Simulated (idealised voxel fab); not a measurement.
Name of the process module below: voxel local oxidation
We display cut, a cross-section 150 nm in width whose square cells are each 5 nm.
This document writes a cross-section as a grid whose cells are square, and gives it as bands, listed from the top down; one or more rows of cells form a band.
Read a band's entry like this: the first values are the height of its top and the height of its bottom in nm, and what follows is the sequence of materials from left to right, each with its width in nm. Note that "blank" is empty space, and that a single material marked "all across" reaches across the band from edge to edge.
We count height from 0. Below that, the starting wafer is all one material. The lowest band never ends at the bottom but goes on down; see "0 and below" for how that is written.
With a width like "30 to 40", each row of cells in the band differs from the next by the same amount, the top row carrying the first number and the bottom row the second.
Step note "changes: none" = no cross-section cell changed.
Closed-off voids of 8+ cells (no open route to the top) go in "Enclosed void listing", written width x height at distance from the left edge, in nm.
Post-settings text on a step line: simulator's own remark regarding the step.
overlay nm: step with mask; distance mask lay right of planned place; negative value = left of planned place.

-- Steps in the process plan
1. RECEIVE | material Si
2. OXIDIZE | depth nm 5
3. CONFORMAL_DEP | material SiN | thk nm 15
4. DIRECTIONAL_DEP | material aC | thk nm 15
5. PATTERN | tone cover | mask id ACTIVE | material resist | width nm 95 | thk nm 30 | overlay nm 0
6. DIRECTIONAL_ETCH | etch materials aC | depth nm 15
7. STRIP | etch materials resist
8. DIRECTIONAL_ETCH | etch materials SiN | depth nm 15
9. STRIP | etch materials aC
10. SELECTIVE_ETCH | etch materials SiO2 | depth nm 5
11. OXIDIZE | depth nm 15
12. STRIP | etch materials SiN

-- The first of a set of two wafers, run to plan

-- Cross-section of the wafer at receipt, which is the condition after step 1
- 0 and below = Si all across
- Enclosed void listing: none

-- After step 2: wafer cross-section
- 0 down to -5 = SiO2 all across
- Heights below -5 show no change.

-- After step 3: wafer cross-section
- 15 down to 0 = SiN all across
- Heights below 0 show no change.

-- After step 4: wafer cross-section
- 30 down to 15 = aC all across
- Heights below 15 show no change.

-- After step 5: wafer cross-section
- 60 down to 30 = blank 25 nm  resist 95 nm  blank 30 nm
- Heights below 30 show no change.

-- After step 6: wafer cross-section
- 45 down to 30 = blank 25 nm  resist 95 nm  blank 30 nm
- 30 down to 15 = blank 25 nm  aC 95 nm  blank 30 nm
- Heights below 15 show no change.

-- After step 7: wafer cross-section
- 30 down to 15 = blank 25 nm  aC 95 nm  blank 30 nm
- Heights below 15 show no change.

-- After step 8: wafer cross-section
- 30 down to 15 = blank 25 nm  aC 95 nm  blank 30 nm
- 15 down to 0 = blank 25 nm  SiN 95 nm  blank 30 nm
- Heights below 0 show no change.

-- After step 9: wafer cross-section
- 15 down to 0 = blank 25 nm  SiN 95 nm  blank 30 nm
- Heights below 0 show no change.

-- After step 10: wafer cross-section
- 15 down to 0 = blank 25 nm  SiN 95 nm  blank 30 nm
- 0 down to -5 = blank 30 nm  SiO2 85 nm  blank 35 nm
- Heights below -5 show no change.

-- After step 11: wafer cross-section
- 15 down to 0 = blank 25 nm  SiN 95 nm  blank 30 nm
- 0 down to -5 = blank 30 nm  SiO2 85 nm  blank 35 nm
- -5 down to -20 = SiO2 45 nm  Si 55 nm  SiO2 50 nm
- Heights below -20 show no change.

-- After step 12: wafer cross-section
- 0 down to -5 = blank 30 nm  SiO2 85 nm  blank 35 nm
- Heights below -5 show no change.

-- Now the other wafer: same start, same recipe, but we messed up one thing when running it. Up to and including step 11 it's the same as the first one

-- Planned end of step 12: second wafer, cross-section
- 0 down to -5 = blank 30 nm  SiO2 85 nm  blank 35 nm
- Heights below -5 show no change.
So what did we get wrong on this run? step 12 in the plan was executed twice
The two wafers come out with the same cross-section, meaning that, for this model, the mistake has no consequence in the computed result.
